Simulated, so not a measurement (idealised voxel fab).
process module | voxel trench capacitor
cross-section cut | 295 nm wide | cells 5 nm
A cross-section is a grid of square cells, given in bands from the top down. A band is one or more rows of cells.
Each band's line starts with the height of the band's top and of its bottom, in nm. Then come its materials from left to right, each with its width in nm. One material with "throughout" fills the band from edge to edge. "air" is empty space.
Height 0 is the level under which the wafer as received is all one material. The lowest band goes on downwards, as in "0 down".
A width such as "30 to 40" changes by the same amount from each row of cells to the next, from the band's top row to its bottom row.
"no change" after a step means that no cell of the cross-section changed.
closed voids: empty space of 8 cells or more with no open way to the top, each as width x height at its distance from the left edge, in nm
after a step's settings: what the simulator itself notes on the step
overlay nm, on a step with a mask: how far to the right of its planned place the mask lay; to the left if negative
plan
1 op RECEIVE | material Si
2 op CONFORMAL_DEP | material SiN | thk nm 10
3 op PATTERN | tone open | mask id TRENCH | material resist | width nm 15 | pitch nm 35 | thk nm 20 | overlay nm 0
4 op DIRECTIONAL_ETCH | etch materials SiN | depth nm 10
5 op DIRECTIONAL_ETCH | etch materials Si | depth nm 25
6 op STRIP | etch materials resist
7 op CONFORMAL_DEP | material Al2O3 | thk nm 5
8 op FILL_DEP | material polySi | thk nm 5
9 op CMP | height nm 10
as received, after step 1
  0 down: Si throughout
  closed voids: none
first wafer at the end, as planned
  10 to 0: SiN 105 | Al2O3 5 | polySi 5 | Al2O3 5 | SiN 20 | Al2O3 5 | polySi 5 | Al2O3 5 | SiN 20 | Al2O3 5 | polySi 5 | Al2O3 5 | SiN 105
  0 to -20: Si 105 | Al2O3 5 | polySi 5 | Al2O3 5 | Si 20 | Al2O3 5 | polySi 5 | Al2O3 5 | Si 20 | Al2O3 5 | polySi 5 | Al2O3 5 | Si 105
  -20 to -25: Si 105 | Al2O3 15 | Si 20 | Al2O3 15 | Si 20 | Al2O3 15 | Si 105
  -25 down: Si throughout
  closed voids: none
second wafer at the end: like start, like plan, one mistake
  10 to 0: SiN 105 | Al2O3 5 | polySi 5 | Al2O3 5 | SiN 20 | Al2O3 5 | polySi 5 | Al2O3 5 | SiN 20 | Al2O3 5 | polySi 5 | Al2O3 5 | SiN 105
  0 to -45: Si 105 | Al2O3 5 | polySi 5 | Al2O3 5 | Si 20 | Al2O3 5 | polySi 5 | Al2O3 5 | Si 20 | Al2O3 5 | polySi 5 | Al2O3 5 | Si 105
  -45 to -50: Si 105 | Al2O3 15 | Si 20 | Al2O3 15 | Si 20 | Al2O3 15 | Si 105
  -50 down: Si throughout
  closed voids: none
what went wrong: step 5 was run twice
at the end the second wafer has, in cells: 30 more of Al2O3 | 45 fewer of Si | 15 more of polySi
